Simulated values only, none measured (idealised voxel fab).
Module name: voxel self aligned vias (process module)
Cross-section cut: width 300 nm, square cells of 5 nm.
Cross-section = grid of square cells, listed top down in bands; band = one or more rows. Look at the band entry: it leads with the top's height and the bottom's height in nm. Then it lists the materials left to right, with a width in nm for each. The word "all across" on a single material says that material fills the band edge to edge. The word "blank" is empty space. Measure heights from 0. That's the level where, below it, the as-received wafer is all one material. The lowest band is bottomless and extends downward; write it as in "0 and below". The width entry "30..40" should be interpreted row by row: the top row of cells in the band takes the first number, the bottom row takes the second number, and the change between adjacent rows is uniform throughout. No cell of the cross-section changed in a step that is given as "remained unchanged". Entry "Fully sealed cavities" = empty spaces >= 8 cells with no open way to the top; each as width x height at distance, distance from left edge, all nm. Heads up: the bit after the settings on a step's line is the simulator's remark on that step. On any step carrying a mask, the "overlay nm" setting, if present on the step's line, tells how far right of its planned place the mask lay; negative values point to the left.

# Steps in the process plan
1: RECEIVE,material Si
2: CONFORMAL_DEP,material SiO2,thk nm 10
3: CONFORMAL_DEP,material SiCN,thk nm 5
4: DIRECTIONAL_DEP,material lowk,thk nm 20
5: DIRECTIONAL_DEP,material aC,thk nm 15
6: PATTERN,tone open,mask id LINES,material resist,width nm 25,pitch nm 50,thk nm 35,overlay nm 0
7: DIRECTIONAL_ETCH,etch materials aC,depth nm 15
8: STRIP,etch materials resist
9: DIRECTIONAL_ETCH,etch materials lowk,depth nm 20
10: STRIP,etch materials aC
11: CONFORMAL_DEP,material TiN,thk nm 5
12: FILL_DEP,material W,thk nm 5
13: CMP,height nm 35
14: SELECTIVE_ETCH,etch materials W Ru TiN,depth nm 5
15: FILL_DEP,material SiN,thk nm 5
16: CMP,height nm 35
17: DIRECTIONAL_DEP,material lowk,thk nm 15
18: DIRECTIONAL_DEP,material aC,thk nm 10
19: PATTERN,tone open,mask id VIAS,material resist,width nm 35,thk nm 30,overlay nm 0
20: DIRECTIONAL_ETCH,etch materials aC,depth nm 10
21: STRIP,etch materials resist
22: DIRECTIONAL_ETCH,etch materials lowk,depth nm 15
23: DIRECTIONAL_ETCH,etch materials SiN,depth nm 5
24: STRIP,etch materials aC
25: CONFORMAL_DEP,material TiN,thk nm 5
26: FILL_DEP,material Cu,thk nm 5
27: CMP,height nm 50
28: CONFORMAL_DEP,material SiN,thk nm 5

# Cross-section of the wafer as it came to us, i.e., already through step 1
	0 and below = Si all across
	Fully sealed cavities: none

# Cross-sectional view of the first of the two wafers upon completion of the module, processed in accordance with the plan
	55 down to 50 = SiN all across
	50 down to 40 = 105 nm lowk; 5 nm TiN; 25 nm Cu; 5 nm TiN; 160 nm lowk
	40 down to 35 = 105 nm lowk; 10 nm TiN; 15 nm Cu; 10 nm TiN; 160 nm lowk
	35 down to 30 = 110 nm lowk; 25 nm TiN; 25 nm lowk; 25 nm SiN; 115 nm lowk
	30 down to 20 = 110 nm lowk; 5 nm TiN; 15 nm W; 5 nm TiN; 25 nm lowk; 5 nm TiN; 15 nm W; 5 nm TiN; 115 nm lowk
	20 down to 15 = 110 nm lowk; 25 nm TiN; 25 nm lowk; 25 nm TiN; 115 nm lowk
	15 down to 10 = SiCN all across
	10 down to 0 = SiO2 all across
	0 and below = Si all across
	Fully sealed cavities: none

# Cross-sectional view of the second of two wafers upon completion of the module. This wafer shared its starting condition and process plan with the first; one error was made during its execution
	55 down to 50 = SiN all across
	50 down to 35 = 105 nm lowk; 5 nm TiN; 25 nm Cu; 5 nm TiN; 160 nm lowk
	35 down to 30 = 105 nm SiN; 35 nm TiN; 160 nm SiN
	30 down to 25 = 115 nm TiN; 15 nm W; 35 nm TiN; 15 nm W; 120 nm TiN
	25 down to 10 = 110 nm lowk; 5 nm TiN; 15 nm W; 5 nm TiN; 25 nm lowk; 5 nm TiN; 15 nm W; 5 nm TiN; 115 nm lowk
	10 down to 5 = 110 nm lowk; 25 nm TiN; 25 nm lowk; 25 nm TiN; 115 nm lowk
	5 down to 0 = SiCN all across
	0 and below = Si all across
	Fully sealed cavities: none
Processing error: step 2 of the plan was bypassed and not carried out
At the finish, the second wafer shows more or fewer cells for some materials than the first does: +2 Cu, +48 SiN, -120 SiO2, +58 TiN, +12 W
